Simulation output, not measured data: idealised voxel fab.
process module | voxel lift off
cross-section cut | 280 nm wide | cells 5 nm
A cross-section is a grid of square cells, given in bands from the top down. A band is one or more rows of cells.
Each band's line starts with the height of the band's top and of its bottom, in nm. Then come its materials from left to right, each with its width in nm. One material with "throughout" fills the band from edge to edge. "air" is empty space.
Height 0 is the level under which the wafer as received is all one material. The lowest band goes on downwards, as in "0 down".
A width such as "30 to 40" changes by the same amount from each row of cells to the next, from the band's top row to its bottom row.
"no change" after a step means that no cell of the cross-section changed.
closed voids: empty space of 8 cells or more with no open way to the top, each as width x height at its distance from the left edge, in nm
after a step's settings: what the simulator itself notes on the step
overlay nm, on a step with a mask: how far to the right of its planned place the mask lay; to the left if negative
plan
1 op RECEIVE | material Si
2 op CONFORMAL_DEP | material SiO2 | thk nm 10
3 op PATTERN | tone open | mask id LINES | material resist | width nm 25 | pitch nm 40 | thk nm 20 | overlay nm -15
4 op DIRECTIONAL_DEP | material Ru | thk nm 5
5 op STRIP | etch materials resist
6 op CONFORMAL_DEP | material SiCN | thk nm 5
varied across the wafers: overlay nm of step 3. The plan shows the first wafer's value. All wafers start alike
first wafer as received, after step 1
  0 down: Si throughout
  closed voids: none
each wafer at the end: cells of each material gained (+) or lost (-) since it was received, then its closed voids
overlay nm -15 | +10 Ru | +60 SiCN | +112 SiO2 | closed voids: none
overlay nm -10 | +10 Ru | +60 SiCN | +112 SiO2 | closed voids: none
overlay nm -5 | +10 Ru | +60 SiCN | +112 SiO2 | closed voids: none
overlay nm 0 | +10 Ru | +60 SiCN | +112 SiO2 | closed voids: none
overlay nm 5 | +10 Ru | +60 SiCN | +112 SiO2 | closed voids: none
overlay nm 10 | +10 Ru | +60 SiCN | +112 SiO2 | closed voids: none
overlay nm 15 | +10 Ru | +60 SiCN | +112 SiO2 | closed voids: none
